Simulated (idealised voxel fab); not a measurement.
Documented hereafter: the process module known as voxel gate over fins.
Shown is cross-section cut, with a width of 180 nm and square cells of size 5 nm.
A cross-section is a grid of square cells, given in bands from the top down. A band is one or more rows of cells.
Per band: top height and bottom height in nm, followed by the left-to-right materials and their widths in nm; "throughout" marks a single material spanning edge to edge, "blank" marks empty space.
Beneath 0, the wafer as received is one material, and that level is where height counting begins. The lowest band goes on downward without a bottom; it is written like "z 0 and below".
Per-row width for "30->40": begins at first number (top row of band), ends at second number (bottom row), increment between rows held constant.
Key: "identical to before" - step with no changed cell in the cross-section.
You'll see "Enclosed void inventory" listing empty spaces that have no way open to the top, as long as they're 8 cells or more; the notation is width x height at distance, where the distance is from the left edge, and all of it is in nm.
It should be noted that, on the line of a given step, the content following the step's settings is a remark produced by the simulator itself with respect to that step.
overlay nm: step with mask; distance mask lay right of planned place; negative value = left of planned place.

Steps planned for the process
| 1 | RECEIVE, material Si |
| 2 | CONFORMAL_DEP, material SiN, thk nm 5 |
| 3 | DIRECTIONAL_DEP, material aC, thk nm 15 |
| 4 | PATTERN, tone cover, mask id FINS, material resist, width nm 15, pitch nm 40, thk nm 35, overlay nm 0 |
| 5 | DIRECTIONAL_ETCH, etch materials aC, depth nm 15 |
| 6 | STRIP, etch materials resist |
| 7 | DIRECTIONAL_ETCH, etch materials SiN, depth nm 5 |
| 8 | DIRECTIONAL_ETCH, etch materials Si, depth nm 30 |
| 9 | STRIP, etch materials aC |
| 10 | FILL_DEP, material SiO2, thk nm 10 |
| 11 | CMP, height nm 5 |
| 12 | SELECTIVE_ETCH, etch materials SiO2, depth nm 15 |
| 13 | STRIP, etch materials SiN |
| 14 | CONFORMAL_DEP, material HfO2, thk nm 5 |
| 15 | CONFORMAL_DEP, material TiN, thk nm 5 |
| 16 | FILL_DEP, material W, thk nm 10 |
| 17 | CMP, height nm 15 |
| 18 | CONFORMAL_DEP, material SiCN, thk nm 5 |

As received (post step 1): cross-section
z 0 and below = Si throughout
Enclosed void inventory: none

Cross-section: first of two wafers, module finished, run according to plan
z 20 to 15 = SiCN throughout
z 15 to 10 = W throughout
z 10 to 5 = W=10 | TiN=35 | W=5 | TiN=35 | W=5 | TiN=35 | W=5 | TiN=35 | W=15
z 5 to 0 = W=10 | TiN=5 | HfO2=25 | TiN=5 | W=5 | TiN=5 | HfO2=25 | TiN=5 | W=5 | TiN=5 | HfO2=25 | TiN=5 | W=5 | TiN=5 | HfO2=25 | TiN=5 | W=15
z 0 to -5 = TiN=15 | HfO2=5 | Si=15 | HfO2=5 | TiN=15 | HfO2=5 | Si=15 | HfO2=5 | TiN=15 | HfO2=5 | Si=15 | HfO2=5 | TiN=15 | HfO2=5 | Si=15 | HfO2=5 | TiN=20
z -5 to -10 = HfO2=20 | Si=15 | HfO2=25 | Si=15 | HfO2=25 | Si=15 | HfO2=25 | Si=15 | HfO2=25
z -10 to -30 = SiO2=20 | Si=15 | SiO2=25 | Si=15 | SiO2=25 | Si=15 | SiO2=25 | Si=15 | SiO2=25
z -30 and below = Si throughout
Enclosed void inventory: none

Presented here is a cross-section of the second of the two wafers as it stood at the end of the module. It was started in the same manner and assigned the same plan as the first wafer; however, one mistake was made in its execution
z 20 to 15 = SiCN throughout
z 15 to 10 = W throughout
z 10 to 5 = W=20 | TiN=35 | W=5 | TiN=35 | W=5 | TiN=35 | W=5 | TiN=35 | W=5
z 5 to 0 = W=20 | TiN=5 | HfO2=25 | TiN=5 | W=5 | TiN=5 | HfO2=25 | TiN=5 | W=5 | TiN=5 | HfO2=25 | TiN=5 | W=5 | TiN=5 | HfO2=25 | TiN=5 | W=5
z 0 to -5 = TiN=25 | HfO2=5 | Si=15 | HfO2=5 | TiN=15 | HfO2=5 | Si=15 | HfO2=5 | TiN=15 | HfO2=5 | Si=15 | HfO2=5 | TiN=15 | HfO2=5 | Si=15 | HfO2=5 | TiN=10
z -5 to -10 = HfO2=30 | Si=15 | HfO2=25 | Si=15 | HfO2=25 | Si=15 | HfO2=25 | Si=15 | HfO2=15
z -10 to -30 = SiO2=30 | Si=15 | SiO2=25 | Si=15 | SiO2=25 | Si=15 | SiO2=25 | Si=15 | SiO2=15
z -30 and below = Si throughout
Enclosed void inventory: none
Nonconformance to the process plan: planned and actual differ for step 4; actual: PATTERN, tone cover, mask id FINS, material resist, width nm 15, pitch nm 40, thk nm 35, overlay nm 10
By the end, you'd get the same cell count for each material on either wafer, but the second wafer puts them somewhere else.
